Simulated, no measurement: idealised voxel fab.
This section sets out a process module, namely voxel wiring stack.
FYI the section here is cut, 280 nm wide, cells are 5 nm squares.
Notation: cross-section as square-cell grid; stated in bands, top first, going down; one or more cell rows per band. This entry defines a band. It first specifies the height of the band's top and the height of its bottom in nm, and then specifies the band's materials from left to right, stating each material with its width in nm. The word "everywhere" identifies a single material that fills the band from edge to edge, while the word "empty" identifies empty space. Below 0: as-received wafer, all one material; heights counted from there. Lowest band: no bottom, goes on down, written "0 down". Think of "30->40" as a width that walks from the first number to the second as you go down the band, top row to bottom row, taking equal-sized steps from row to row. The cross-section has no changed cell in any step marked "no alteration". You'll see "Sealed-off cavities" listing empty spaces that have no way open to the top, as long as they're 8 cells or more; the notation is width x height at distance, where the distance is from the left edge, and all of it is in nm. Note: text after step settings on the step line = simulator remark on that step. What "overlay nm" on a step's line means: if the step has a mask, that mask lay this far to the right of its planned place, or, when the value is negative, to the left.
The following list gives the planned process steps:
1 RECEIVE (material Si)
2 CONFORMAL_DEP (material SiO2; thk nm 15)
3 CONFORMAL_DEP (material SiN; thk nm 5)
4 DIRECTIONAL_DEP (material lowk; thk nm 20)
5 DIRECTIONAL_DEP (material aC; thk nm 10)
6 PATTERN (tone open; mask id METAL_1; material resist; width nm 25; pitch nm 45; thk nm 25; overlay nm 0)
7 DIRECTIONAL_ETCH (etch materials aC; depth nm 10)
8 STRIP (etch materials resist)
9 DIRECTIONAL_ETCH (etch materials lowk; depth nm 20)
10 DIRECTIONAL_ETCH (etch materials SiN; depth nm 5)
11 STRIP (etch materials aC)
12 CONFORMAL_DEP (material TiN; thk nm 5)
13 FILL_DEP (material Ru; thk nm 5)
14 CMP (height nm 40)
15 CONFORMAL_DEP (material SiCN; thk nm 5)
16 DIRECTIONAL_DEP (material lowk; thk nm 10)
17 MASKED_ETCH (tone open; mask id PLUG_1; width nm 15; pitch nm 45; etch materials lowk; depth nm 10; overlay nm 0)
18 MASKED_ETCH (tone open; mask id PLUG_1; width nm 15; pitch nm 45; etch materials SiCN; depth nm 5; overlay nm 0)
19 EPI (material Ru; thk nm 10)
20 EPI (material Ru; thk nm 5)
21 CONFORMAL_DEP (material SiN; thk nm 5)
22 DIRECTIONAL_DEP (material SiO2; thk nm 15)
23 PATTERN (tone open; mask id METAL_2; material resist; width nm 25; pitch nm 45; thk nm 20; overlay nm 0)
24 DIRECTIONAL_ETCH (etch materials SiO2; depth nm 15)
25 DIRECTIONAL_ETCH (etch materials SiN; depth nm 5)
26 STRIP (etch materials resist)
27 CONFORMAL_DEP (material TiN; thk nm 5)
28 FILL_DEP (material Cu; thk nm 5)
29 CMP (height nm 75)
30 CONFORMAL_DEP (material SiN; thk nm 5)
Delivered wafer in cross-section: state after step 1:
> 0 down = Si everywhere
> Sealed-off cavities: none
The cross-section shown corresponds to the wafer at the conclusion of the module. The initial structure and the process plan are those presented above; however, one mistake occurred in executing the plan:
> 80 to 75 = SiN everywhere
> 75 to 60 = SiO2: 80, then TiN: 5, then Cu: 15, then TiN: 5, then SiO2: 20, then TiN: 5, then Cu: 15, then TiN: 5, then SiO2: 20, then TiN: 5, then Cu: 15, then TiN: 5, then SiO2: 85
> 60 to 55 = SiN: 80, then TiN: 25, then SiN: 20, then TiN: 25, then SiN: 20, then TiN: 25, then SiN: 85
> 55 to 45 = lowk: 90, then Ru: 15, then lowk: 30, then Ru: 15, then lowk: 30, then Ru: 15, then lowk: 85
> 45 to 40 = SiCN: 90, then Ru: 5, then SiCN: 40, then Ru: 5, then SiCN: 40, then Ru: 5, then SiCN: 95
> 40 to 20 = lowk: 80, then TiN: 5, then Ru: 15, then TiN: 5, then lowk: 20, then TiN: 5, then Ru: 15, then TiN: 5, then lowk: 20, then TiN: 5, then Ru: 15, then TiN: 5, then lowk: 85
> 20 to 15 = SiN: 80, then TiN: 25, then SiN: 20, then TiN: 25, then SiN: 20, then TiN: 25, then SiN: 85
> 15 to 0 = SiO2 everywhere
> 0 down = Si everywhere
> Sealed-off cavities: none
what went wrong: step 17 ran with different settings than intended, the actual operation and settings being MASKED_ETCH (tone open; mask id PLUG_1; width nm 15; pitch nm 45; etch materials lowk; depth nm 10; overlay nm 10)
